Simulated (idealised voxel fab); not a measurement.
Herein follows the process module entitled voxel transistor to metal.
cross-section cut | 290 nm wide | cells 5 nm
How to read a cross-section here: the picture is a grid of square cells, written as bands going from the top down, and any band can span one or more rows of cells. Top, bottom (nm), then materials left to right with widths (nm); lone material tagged "throughout" fills the whole band edge to edge; "air" = empty space. Zero point of the height axis is 0; under it, received wafer = one material. Lowest band: continues down indefinitely, "0..down". Read "30..40" as a graded width: first number on top, second number at the bottom, same change between each pair of neighbouring rows. It should be understood that the words "nothing different", when stated for a given step, signify that the cross-section underwent no change in any of its cells during that step. "Enclosed void list" means: voids of 8 cells or more that are shut off from the top with no open way through. Written width x height at distance, distance from the left edge, in nm. The remark found on a step's line after its settings is issued by the simulator itself and pertains to that step. A step line may carry the setting "overlay nm", which, for steps involving a mask, states the distance by which the mask lay to the right of its intended position; negative values denote displacement to the left.
# Below is the list of planned process steps
- 1: RECEIVE (material Si)
- 2: OXIDIZE (depth nm 5)
- 3: CONFORMAL_DEP (material SiN; thk nm 10)
- 4: MASKED_ETCH (tone cover; mask id ACTIVE; width nm 95; pitch nm 115; etch materials SiN; depth nm 10; overlay nm 0)
- 5: MASKED_ETCH (tone cover; mask id ACTIVE; width nm 95; pitch nm 115; etch materials SiO2; depth nm 5; overlay nm 0)
- 6: MASKED_ETCH (tone cover; mask id ACTIVE; width nm 95; pitch nm 115; etch materials Si; depth nm 35; overlay nm 0)
- 7: FILL_DEP (material SiO2; thk nm 10)
- 8: CMP (height nm 10)
- 9: SELECTIVE_ETCH (etch materials SiO2; depth nm 5)
- 10: STRIP (etch materials SiN)
- 11: SELECTIVE_ETCH (etch materials SiO2; depth nm 5)
- 12: OXIDIZE (depth nm 5)
- 13: DIRECTIONAL_DEP (material polySi; thk nm 20)
- 14: DIRECTIONAL_DEP (material SiCN; thk nm 10)
- 15: MASKED_ETCH (tone cover; mask id GATE; width nm 15; pitch nm 115; etch materials SiCN; depth nm 20; overlay nm 0)
- 16: MASKED_ETCH (tone cover; mask id GATE; width nm 15; pitch nm 115; etch materials polySi; depth nm 30; overlay nm 0)
- 17: CONFORMAL_DEP (material SiO2; thk nm 5)
- 18: DIRECTIONAL_ETCH (etch materials SiO2; depth nm 5)
- 19: CONFORMAL_DEP (material SiN; thk nm 10)
- 20: DIRECTIONAL_ETCH (etch materials SiN; depth nm 10)
- 21: DIRECTIONAL_ETCH (etch materials SiO2; depth nm 5)
- 22: DIRECTIONAL_ETCH (etch materials Si; depth nm 10)
- 23: EPI (material nSi; thk nm 10)
- 24: FILL_DEP (material SiO2; thk nm 10)
- 25: CMP (height nm 25)
- 26: DIRECTIONAL_DEP (material SiO2; thk nm 15)
- 27: PATTERN (tone open; mask id CONTACT; material resist; width nm 20; thk nm 15; overlay nm 0)
- 28: DIRECTIONAL_ETCH (etch materials SiO2; depth nm 40)
- 29: STRIP (etch materials resist)
- 30: CONFORMAL_DEP (material TiN; thk nm 5)
- 31: FILL_DEP (material W; thk nm 10)
- 32: CMP (height nm 40)
- 33: CONFORMAL_DEP (material SiN; thk nm 5)
- 34: DIRECTIONAL_DEP (material lowk; thk nm 20)
- 35: DIRECTIONAL_DEP (material aC; thk nm 10)
- 36: PATTERN (tone open; mask id METAL_1; material resist; width nm 20; thk nm 25; overlay nm 0)
- 37: DIRECTIONAL_ETCH (etch materials aC; depth nm 10)
- 38: STRIP (etch materials resist)
- 39: DIRECTIONAL_ETCH (etch materials lowk; depth nm 20)
- 40: DIRECTIONAL_ETCH (etch materials SiN; depth nm 5)
- 41: STRIP (etch materials aC)
- 42: CONFORMAL_DEP (material TiN; thk nm 5)
- 43: FILL_DEP (material Cu; thk nm 5)
- 44: CMP (height nm 65)
- 45: CONFORMAL_DEP (material SiCN; thk nm 5)
- 46: DIRECTIONAL_DEP (material lowk; thk nm 30)
- 47: DIRECTIONAL_DEP (material aC; thk nm 15)
- 48: PATTERN (tone open; mask id METAL_2; material resist; width nm 20; pitch nm 115; thk nm 35; overlay nm 0)
- 49: DIRECTIONAL_ETCH (etch materials aC; depth nm 15)
- 50: STRIP (etch materials resist)
- 51: DIRECTIONAL_ETCH (etch materials lowk; depth nm 20)
- 52: STRIP (etch materials aC)
- 53: MASKED_ETCH (tone open; mask id METAL_2_HOLES; width nm 15; pitch nm 115; etch materials lowk; depth nm 10; overlay nm 0)
- 54: MASKED_ETCH (tone open; mask id METAL_2_HOLES; width nm 15; pitch nm 115; etch materials SiCN; depth nm 5; overlay nm 0)
- 55: CONFORMAL_DEP (material TiN; thk nm 5)
- 56: FILL_DEP (material Cu; thk nm 5)
- 57: CMP (height nm 100)
- 58: CONFORMAL_DEP (material SiCN; thk nm 5)
# Wafer at receipt (post step 1), cross-section
  0..down  Si throughout
  Enclosed void list: none
# This is how the wafer looks in cross-section once the module is done, given the starting state and plan above and one mistake in carrying the plan out
  105..100  SiCN throughout
  100..85  lowk 45, TiN 5, Cu 10, TiN 5, lowk 95, TiN 5, Cu 10, TiN 5, lowk 110
  85..80  lowk 45, TiN 5, Cu 5, TiN 10, lowk 95, TiN 5, Cu 5, TiN 10, lowk 110
  80..70  lowk 45, TiN 5, Cu 5, TiN 5, lowk 100, TiN 5, Cu 5, TiN 5, lowk 115
  70..65  SiCN 45, TiN 15, SiCN 100, TiN 15, SiCN 115
  65..45  lowk 45, TiN 5, Cu 10, TiN 5, lowk 45, TiN 5, Cu 10, TiN 5, lowk 30, TiN 5, Cu 10, TiN 5, lowk 45, TiN 5, Cu 10, TiN 5, lowk 45
  45..40  SiN 45, TiN 20, SiN 45, TiN 20, SiN 30, TiN 20, SiN 45, TiN 20, SiN 45
  40..25  SiO2 45, TiN 5, Cu 10, TiN 5, SiO2 45, TiN 5, Cu 10, TiN 5, SiO2 30, TiN 5, Cu 10, TiN 5, SiO2 45, TiN 5, Cu 10, TiN 5, SiO2 45
  25..15  SiO2 45, TiN 5, Cu 10, TiN 5, SiN 10, SiO2 5, SiCN 15, SiO2 5, SiN 10, TiN 5, Cu 10, TiN 5, SiO2 30, TiN 5, Cu 10, TiN 5, SiN 10, SiO2 5, SiCN 15, SiO2 5, SiN 10, TiN 5, Cu 10, TiN 5, SiO2 45
  15..5  SiO2 45, TiN 5, Cu 10, TiN 5, SiN 10, SiO2 5, polySi 15, SiO2 5, SiN 10, TiN 5, Cu 10, TiN 5, SiO2 30, TiN 5, Cu 10, TiN 5, SiN 10, SiO2 5, polySi 15, SiO2 5, SiN 10, TiN 5, Cu 10, TiN 5, SiO2 45
  5..0  SiO2 45, TiN 20, SiN 10, SiO2 5, polySi 15, SiO2 5, SiN 10, TiN 20, SiO2 30, TiN 20, SiN 10, SiO2 5, polySi 15, SiO2 5, SiN 10, TiN 20, SiO2 45
  0..-5  SiO2 40, SiN 10, nSi 15, SiN 10, SiO2 5, polySi 15, SiO2 5, SiN 10, nSi 15, SiN 10, SiO2 20, SiN 10, nSi 15, SiN 10, SiO2 5, polySi 15, SiO2 5, SiN 10, nSi 15, SiN 10, SiO2 40
  -5..-10  SiO2 50, nSi 15, SiO2 45, nSi 15, SiO2 40, nSi 15, SiO2 45, nSi 15, SiO2 50
  -10..-20  SiO2 40, Si 10, nSi 15, Si 45, nSi 15, Si 10, SiO2 20, Si 10, nSi 15, Si 45, nSi 15, Si 10, SiO2 40
  -20..-40  SiO2 40, Si 95, SiO2 20, Si 95, SiO2 40
  -40..down  Si throughout
  Enclosed void list: none
Which mistake was made when the wafer was run? in deviation from the planned setting, step 31 was conducted as FILL_DEP (material Cu; thk nm 10)
